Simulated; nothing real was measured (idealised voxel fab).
Process module heading - voxel transistor to metal
We display cut, a cross-section 165 nm in width whose square cells are each 5 nm.
Think of the cross-section as a grid of square cells. We describe it in bands, top to bottom, and each band covers one or more rows of those cells.
Look at the band entry: it leads with the top's height and the bottom's height in nm. Then it lists the materials left to right, with a width in nm for each. The word "all across" on a single material says that material fills the band edge to edge. The word "empty" is empty space.
It should be noted that heights are counted from 0, beneath which the wafer as supplied is of one material throughout, and that the lowest band possesses no lower boundary but continues downward, as written in "0 and below".
With a width like "30->40", each row of cells in the band differs from the next by the same amount, the top row carrying the first number and the bottom row the second.
Reading "nothing got changed" for a step: not a cell of the cross-section changed in it.
Entry "Closed void inventory" = empty spaces >= 8 cells with no open way to the top; each as width x height at distance, distance from left edge, all nm.
after a step's settings: what the simulator itself notes on the step
On any step carrying a mask, the "overlay nm" setting, if present on the step's line, tells how far right of its planned place the mask lay; negative values point to the left.

# So here's the lineup of process steps we planned
1,RECEIVE [material Si]
2,CONFORMAL_DEP [material SiO2] [thk nm 5]
3,CONFORMAL_DEP [material SiN] [thk nm 10]
4,DIRECTIONAL_DEP [material aC] [thk nm 15]
5,PATTERN [tone cover] [mask id ACTIVE] [material resist] [width nm 95] [thk nm 30] [overlay nm -15]
6,DIRECTIONAL_ETCH [etch materials aC] [depth nm 15]
7,STRIP [etch materials resist]
8,DIRECTIONAL_ETCH [etch materials SiN] [depth nm 10]
9,DIRECTIONAL_ETCH [etch materials SiO2] [depth nm 5]
10,DIRECTIONAL_ETCH [etch materials Si] [depth nm 20]
11,STRIP [etch materials aC]
12,OXIDIZE [depth nm 5]
13,FILL_DEP [material SiO2] [thk nm 15]
14,CMP [height nm 15]
15,SELECTIVE_ETCH [etch materials SiO2] [depth nm 5]
16,STRIP [etch materials SiN]
17,SELECTIVE_ETCH [etch materials SiO2] [depth nm 5]
18,OXIDIZE [depth nm 5]
19,DIRECTIONAL_DEP [material polySi] [thk nm 20]
20,DIRECTIONAL_DEP [material SiCN] [thk nm 15]
21,PATTERN [tone cover] [mask id GATE] [material resist] [width nm 15] [thk nm 20] [overlay nm 0]
22,DIRECTIONAL_ETCH [etch materials SiCN] [depth nm 25]
23,DIRECTIONAL_ETCH [etch materials polySi] [depth nm 30]
24,STRIP [etch materials resist]
25,CONFORMAL_DEP [material SiN] [thk nm 5]
26,DIRECTIONAL_ETCH [etch materials SiN] [depth nm 5]
27,DIRECTIONAL_ETCH [etch materials SiO2] [depth nm 5]
28,EPI [material SiGe] [thk nm 5]
29,FILL_DEP [material SiO2] [thk nm 10]
30,CMP [height nm 35]
31,DIRECTIONAL_DEP [material SiO2] [thk nm 10]
32,PATTERN [tone open] [mask id CONTACT] [material resist] [width nm 20] [pitch nm 65] [thk nm 15] [overlay nm 0]
33,DIRECTIONAL_ETCH [etch materials SiO2] [depth nm 45]
34,STRIP [etch materials resist]
35,CONFORMAL_DEP [material TiN] [thk nm 5]
36,FILL_DEP [material Ru] [thk nm 5]
37,CMP [height nm 45]
38,DIRECTIONAL_DEP [material TiN] [thk nm 5]
39,DIRECTIONAL_DEP [material Ru] [thk nm 20]
40,MASKED_ETCH [tone cover] [mask id METAL_1] [width nm 20] [pitch nm 65] [etch materials Ru] [depth nm 20] [overlay nm 0]
41,MASKED_ETCH [tone cover] [mask id METAL_1] [width nm 20] [pitch nm 65] [etch materials TiN] [depth nm 5] [overlay nm 0]
42,FILL_DEP [material SiO2] [thk nm 10]
43,CMP [height nm 70]
44,CONFORMAL_DEP [material SiN] [thk nm 5]
What sets these wafers apart? The overlay nm at step 5. They all start alike, and the plan carries the first wafer's value.

# The as-received cross-section of the first of several wafers corresponds to the state after step 1
0 and below | Si all across
Closed void inventory: none

# Cross-section after step 44, the final step of the module, for the first of several wafers
75 down to 70 | SiN all across
70 down to 50 | SiO2 40 nm / Ru 20 nm / SiO2 45 nm / Ru 20 nm / SiO2 40 nm
50 down to 45 | SiO2 40 nm / TiN 20 nm / SiO2 45 nm / TiN 20 nm / SiO2 40 nm
45 down to 35 | SiO2 40 nm / TiN 5 nm / Ru 10 nm / TiN 5 nm / SiO2 45 nm / TiN 5 nm / Ru 10 nm / TiN 5 nm / SiO2 40 nm
35 down to 20 | SiO2 40 nm / TiN 5 nm / Ru 10 nm / TiN 5 nm / SiO2 10 nm / SiN 5 nm / SiCN 15 nm / SiN 5 nm / SiO2 10 nm / TiN 5 nm / Ru 10 nm / TiN 5 nm / SiO2 40 nm
20 down to 10 | SiO2 40 nm / TiN 5 nm / Ru 10 nm / TiN 5 nm / SiO2 10 nm / SiN 5 nm / polySi 15 nm / SiN 5 nm / SiO2 10 nm / TiN 5 nm / Ru 10 nm / TiN 5 nm / SiO2 40 nm
10 down to 5 | SiO2 40 nm / TiN 5 nm / Ru 10 nm / TiN 5 nm / SiO2 10 nm / SiN 5 nm / polySi 15 nm / SiN 5 nm / SiO2 10 nm / TiN 20 nm / SiO2 40 nm
5 down to 0 | SiO2 15 nm / SiN 5 nm / SiO2 20 nm / TiN 20 nm / SiO2 10 nm / SiN 5 nm / polySi 15 nm / SiN 5 nm / SiO2 10 nm / TiN 10 nm / SiN 5 nm / TiN 5 nm / SiO2 40 nm
0 down to -5 | SiO2 20 nm / SiGe 50 nm / SiO2 25 nm / SiGe 20 nm / SiO2 50 nm
-5 down to -25 | SiO2 25 nm / Si 85 nm / SiO2 55 nm
-25 and below | Si all across
Closed void inventory: none

# The last wafer as seen in cross-section at the end of the module
75 down to 70 | SiN all across
70 down to 50 | SiO2 40 nm / Ru 20 nm / SiO2 45 nm / Ru 20 nm / SiO2 40 nm
50 down to 45 | SiO2 40 nm / TiN 20 nm / SiO2 45 nm / TiN 20 nm / SiO2 40 nm
45 down to 35 | SiO2 40 nm / TiN 5 nm / Ru 10 nm / TiN 5 nm / SiO2 45 nm / TiN 5 nm / Ru 10 nm / TiN 5 nm / SiO2 40 nm
35 down to 20 | SiO2 40 nm / TiN 5 nm / Ru 10 nm / TiN 5 nm / SiO2 10 nm / SiN 5 nm / SiCN 15 nm / SiN 5 nm / SiO2 10 nm / TiN 5 nm / Ru 10 nm / TiN 5 nm / SiO2 40 nm
20 down to 10 | SiO2 40 nm / TiN 5 nm / Ru 10 nm / TiN 5 nm / SiO2 10 nm / SiN 5 nm / polySi 15 nm / SiN 5 nm / SiO2 10 nm / TiN 5 nm / Ru 10 nm / TiN 5 nm / SiO2 40 nm
10 down to 5 | SiO2 40 nm / TiN 20 nm / SiO2 10 nm / SiN 5 nm / polySi 15 nm / SiN 5 nm / SiO2 10 nm / TiN 5 nm / Ru 10 nm / TiN 5 nm / SiO2 40 nm
5 down to 0 | SiO2 40 nm / TiN 5 nm / SiN 5 nm / TiN 10 nm / SiO2 10 nm / SiN 5 nm / polySi 15 nm / SiN 5 nm / SiO2 10 nm / TiN 20 nm / SiO2 20 nm / SiN 5 nm / SiO2 15 nm
0 down to -5 | SiO2 50 nm / SiGe 20 nm / SiO2 25 nm / SiGe 50 nm / SiO2 20 nm
-5 down to -25 | SiO2 55 nm / Si 85 nm / SiO2 25 nm
-25 and below | Si all across
Closed void inventory: none

# Heads up, this table goes wafer by wafer. A row tells you, at the end of the module, how many cells of each material that wafer has put on (+) or dropped (-) since it was received, and then its closed voids
overlay nm -15 | +62 Ru | -97 Si | +9 SiCN | +14 SiGe | +49 SiN | +397 SiO2 | +49 TiN | +12 polySi | Closed void inventory: none
overlay nm -10 | +63 Ru | -97 Si | +9 SiCN | +14 SiGe | +49 SiN | +397 SiO2 | +48 TiN | +12 polySi | Closed void inventory: none
overlay nm -5 | +64 Ru | -97 Si | +9 SiCN | +14 SiGe | +49 SiN | +396 SiO2 | +48 TiN | +12 polySi | Closed void inventory: none
overlay nm 0 | +64 Ru | -97 Si | +9 SiCN | +14 SiGe | +49 SiN | +396 SiO2 | +48 TiN | +12 polySi | Closed void inventory: none
overlay nm 5 | +64 Ru | -97 Si | +9 SiCN | +14 SiGe | +49 SiN | +396 SiO2 | +48 TiN | +12 polySi | Closed void inventory: none
overlay nm 10 | +63 Ru | -97 Si | +9 SiCN | +14 SiGe | +49 SiN | +397 SiO2 | +48 TiN | +12 polySi | Closed void inventory: none
overlay nm 15 | +62 Ru | -97 Si | +9 SiCN | +14 SiGe | +49 SiN | +397 SiO2 | +49 TiN | +12 polySi | Closed void inventory: none
